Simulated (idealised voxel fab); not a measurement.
A process module follows: voxel local oxidation.
Square cell edge 5 nm, section width 240 nm, ID cut.
This document writes a cross-section as a grid whose cells are square, and gives it as bands, listed from the top down; one or more rows of cells form a band. What a band's entry tells you: where the top is and where the bottom is, as heights in nm, and after that what lies inside, material by material from left to right, each with its width in nm. Empty space is written as the word "air", and a single material marked with the word "everywhere" occupies the band from edge to edge. For the purposes of this specification, 0 denotes the height below which the wafer in its as-received condition is composed wholly of one material, and the lowermost band, lacking a lower limit, extends downward without end, as expressed in "from 0 down". Width "30..40": first value at the band's top row of cells, second value at its bottom row, equal change from row to row. Where the words "no modifications" appear for a step, the cross-section shows no cell changed by that step; every cell remained as before. Closed empty spaces (no open way to the top) of 8 cells or more are what "Enclosed void inventory" lists, each as width x height at distance from the left edge, nm for all three. Where a step's line continues beyond its settings, the continuation is a remark by the simulator itself on that step. "overlay nm" on a masked step: distance the mask lay right of its planned place, negative for left.
**Here's what the planned process steps look like**
step 1: RECEIVE [material Si]
step 2: CONFORMAL_DEP [material SiO2] [thk nm 5]
step 3: CONFORMAL_DEP [material SiN] [thk nm 10]
step 4: PATTERN [tone cover] [mask id ACTIVE] [material resist] [width nm 95] [thk nm 15] [overlay nm -15]
step 5: DIRECTIONAL_ETCH [etch materials SiN] [depth nm 10]
step 6: STRIP [etch materials resist]
step 7: SELECTIVE_ETCH [etch materials SiO2] [depth nm 5]
step 8: OXIDIZE [depth nm 10]
step 9: STRIP [etch materials SiN]
Split variable: overlay nm, step 4. Plan value = first wafer. Wafers start alike.
**first wafer as received, after step 1**
- from 0 down = Si everywhere
- Enclosed void inventory: none
**End-of-module cross-section, first of several wafers, after last step 9**
- from 5 to 0 = air 60 nm; SiO2 85 nm; air 95 nm
- from 0 to -10 = SiO2 70 nm; Si 65 nm; SiO2 105 nm
- from -10 down = Si everywhere
- Enclosed void inventory: none
**A cross-section through the last wafer at the close of the module**
- from 5 to 0 = air 90 nm; SiO2 85 nm; air 65 nm
- from 0 to -10 = SiO2 100 nm; Si 65 nm; SiO2 75 nm
- from -10 down = Si everywhere
- Enclosed void inventory: none
**Table: wafers, a row each; end-of-module cell change per material since receipt, gain (+), loss (-); then closed voids**
overlay nm -15 | -70 Si | +87 SiO2 | Enclosed void inventory: none
overlay nm -10 | -70 Si | +87 SiO2 | Enclosed void inventory: none
overlay nm -5 | -70 Si | +87 SiO2 | Enclosed void inventory: none
overlay nm 0 | -70 Si | +87 SiO2 | Enclosed void inventory: none
overlay nm 5 | -70 Si | +87 SiO2 | Enclosed void inventory: none
overlay nm 10 | -70 Si | +87 SiO2 | Enclosed void inventory: none
overlay nm 15 | -70 Si | +87 SiO2 | Enclosed void inventory: none
